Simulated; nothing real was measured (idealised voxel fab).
Presented below is a process module, voxel gate over fins.
Pictured: cross-section cut, 240 nm wide, on a grid of 5 nm square cells.
A cross-section is a grid of square cells, given in bands from the top down. A band is one or more rows of cells.
Look at the band entry: it leads with the top's height and the bottom's height in nm. Then it lists the materials left to right, with a width in nm for each. The word "throughout" on a single material says that material fills the band edge to edge. The word "blank" is empty space.
For the purposes of this specification, 0 denotes the height below which the wafer in its as-received condition is composed wholly of one material, and the lowermost band, lacking a lower limit, extends downward without end, as expressed in "0 and below".
A width given as "30..40" starts at the first number in the band's top row and ends at the second number in its bottom row, shifting by an equal amount at every step from row to row.
"stayed the same" after a step means that no cell of the cross-section changed.
Closed-off voids of 8+ cells (no open route to the top) go in "Sealed void list", written width x height at distance from the left edge, in nm.
Step line, after settings: the simulator's comment on this step.
overlay nm, on a step with a mask: how far to the right of its planned place the mask lay; to the left if negative
-- Intended process steps
1) RECEIVE, material Si
2) CONFORMAL_DEP, material SiN, thk nm 10
3) MASKED_ETCH, tone cover, mask id FINS, width nm 15, pitch nm 55, etch materials SiN, depth nm 10, overlay nm 0
4) MASKED_ETCH, tone cover, mask id FINS, width nm 15, pitch nm 55, etch materials Si, depth nm 30, overlay nm 0
5) FILL_DEP, material SiO2, thk nm 10
6) CMP, height nm 10
7) PATTERN, tone open, mask id RAIL, material resist, width nm 15, thk nm 20, overlay nm 0
8) DIRECTIONAL_ETCH, etch materials SiO2, depth nm 35
9) STRIP, etch materials resist
10) CONFORMAL_DEP, material TiN, thk nm 5
11) FILL_DEP, material Ru, thk nm 5
12) CMP, height nm 10
13) SELECTIVE_ETCH, etch materials W Ru TiN, depth nm 30
14) FILL_DEP, material SiO2, thk nm 5
15) CMP, height nm 10
16) SELECTIVE_ETCH, etch materials SiO2, depth nm 20
17) STRIP, etch materials SiN
18) CONFORMAL_DEP, material HfO2, thk nm 5
19) CONFORMAL_DEP, material TiN, thk nm 5
20) FILL_DEP, material W, thk nm 10
21) CMP, height nm 15
22) CONFORMAL_DEP, material SiCN, thk nm 10
-- Wafer cross-section on receipt, i.e. after step 1
* 0 and below: Si throughout
* Sealed void list: none
-- Cross-section at module end, one run error; start and plan unchanged from above
* 25 down to 15: SiCN throughout
* 15 down to 10: W throughout
* 10 down to 5: 45 nm W | 35 nm TiN | 20 nm W | 35 nm TiN | 20 nm W | 35 nm TiN | 50 nm W
* 5 down to 0: 45 nm W | 5 nm TiN | 25 nm HfO2 | 5 nm TiN | 20 nm W | 5 nm TiN | 25 nm HfO2 | 5 nm TiN | 20 nm W | 5 nm TiN | 25 nm HfO2 | 5 nm TiN | 50 nm W
* 0 down to -5: 50 nm TiN | 5 nm HfO2 | 15 nm Si | 5 nm HfO2 | 30 nm TiN | 5 nm HfO2 | 15 nm Si | 5 nm HfO2 | 30 nm TiN | 5 nm HfO2 | 15 nm Si | 5 nm HfO2 | 55 nm TiN
* -5 down to -10: 55 nm HfO2 | 15 nm Si | 40 nm HfO2 | 15 nm Si | 40 nm HfO2 | 15 nm Si | 60 nm HfO2
* -10 down to -20: 55 nm SiO2 | 15 nm Si | 40 nm SiO2 | 15 nm Si | 40 nm SiO2 | 15 nm Si | 60 nm SiO2
* -20 down to -25: 55 nm SiO2 | 15 nm Si | 15 nm TiN | 25 nm SiO2 | 15 nm Si | 40 nm SiO2 | 15 nm Si | 60 nm SiO2
* -25 down to -30: 55 nm SiO2 | 15 nm Si | 40 nm SiO2 | 15 nm Si | 40 nm SiO2 | 15 nm Si | 60 nm SiO2
* -30 and below: Si throughout
* Sealed void list: none
Want to know what went wrong? in deviation from the planned setting, step 7 was conducted as PATTERN, tone open, mask id RAIL, material resist, width nm 15, thk nm 20, overlay nm -10
